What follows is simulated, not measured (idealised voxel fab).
This is a process module. Its name is voxel ribs on slabs.
Shown is cross-section cut, with a width of 185 nm and square cells of size 5 nm.
A cross-section is written here as square cells arranged in a grid, and it is given in bands from the top down, each band taking up one or more rows of cells.
Band: top height; bottom height; in nm. Then, left to right: material with width in nm, for each material. "edge to edge": a single material spanning edge to edge. "air": empty space.
For the purposes of this specification, 0 denotes the height below which the wafer in its as-received condition is composed wholly of one material, and the lowermost band, lacking a lower limit, extends downward without end, as expressed in "0..down".
Read "30 to 40" as a graded width: first number on top, second number at the bottom, same change between each pair of neighbouring rows.
Take "everything unchanged" at face value: in the step it is given for, the cross-section changed in none of its cells.
Under "Closed cavities" you'll find the enclosed gaps, the ones with no way out to the top, that are 8 cells or bigger; each reads width x height at distance, with distance counted from the left edge, everything in nm.
Step line, after settings: the simulator's comment on this step.
overlay nm: step with mask; distance mask lay right of planned place; negative value = left of planned place.
The steps planned for the process are as follows:
1: RECEIVE [material Si]
2: DIRECTIONAL_DEP [material SiO2] [thk nm 30]
3: DIRECTIONAL_DEP [material SiN] [thk nm 20]
4: MASKED_ETCH [tone cover] [mask id RIB] [width nm 15] [etch materials SiN] [depth nm 15] [overlay nm 0]
5: MASKED_ETCH [tone cover] [mask id SLAB] [width nm 65] [etch materials SiN] [depth nm 5] [overlay nm 0]
6: FILL_DEP [material SiO2] [thk nm 20]
7: CMP [height nm 60]
8: DIRECTIONAL_DEP [material TiN] [thk nm 10]
9: MASKED_ETCH [tone cover] [mask id HEATER] [width nm 25] [etch materials TiN] [depth nm 10] [overlay nm 0]
10: CONFORMAL_DEP [material SiN] [thk nm 5]
As-received state of the wafer in cross-section, equivalent to post-step 1:
- 0..down: Si edge to edge
- Closed cavities: none
The first of two wafers, cross-sectioned at the end of the module, with the run proceeding as planned:
- 75..70: air: 75, then SiN: 35, then air: 75
- 70..65: air: 75, then SiN: 5, then TiN: 25, then SiN: 5, then air: 75
- 65..60: SiN: 80, then TiN: 25, then SiN: 80
- 60..50: SiO2 edge to edge
- 50..35: SiO2: 85, then SiN: 15, then SiO2: 85
- 35..30: SiO2: 60, then SiN: 65, then SiO2: 60
- 30..0: SiO2 edge to edge
- 0..down: Si edge to edge
- Closed cavities: none
Second wafer cross-section at end of module - shared start and plan with the first, one mistake in the run:
- 75..70: air: 75, then SiN: 35, then air: 75
- 70..65: air: 75, then SiN: 5, then TiN: 25, then SiN: 5, then air: 75
- 65..60: SiN: 80, then TiN: 25, then SiN: 80
- 60..50: SiO2 edge to edge
- 50..40: SiO2: 85, then SiN: 15, then SiO2: 85
- 40..35: SiO2: 60, then SiN: 65, then SiO2: 60
- 35..30: SiN edge to edge
- 30..0: SiO2 edge to edge
- 0..down: Si edge to edge
- Closed cavities: none
The mistake made against the process plan was this: step 4 was processed under conditions differing from the plan, specifically as MASKED_ETCH [tone cover] [mask id RIB] [width nm 15] [etch materials SiN] [depth nm 10] [overlay nm 0]
Wafer comparison, final, in cells, second relative to first, materials more or fewer: SiN: 34 more; SiO2: 34 fewer
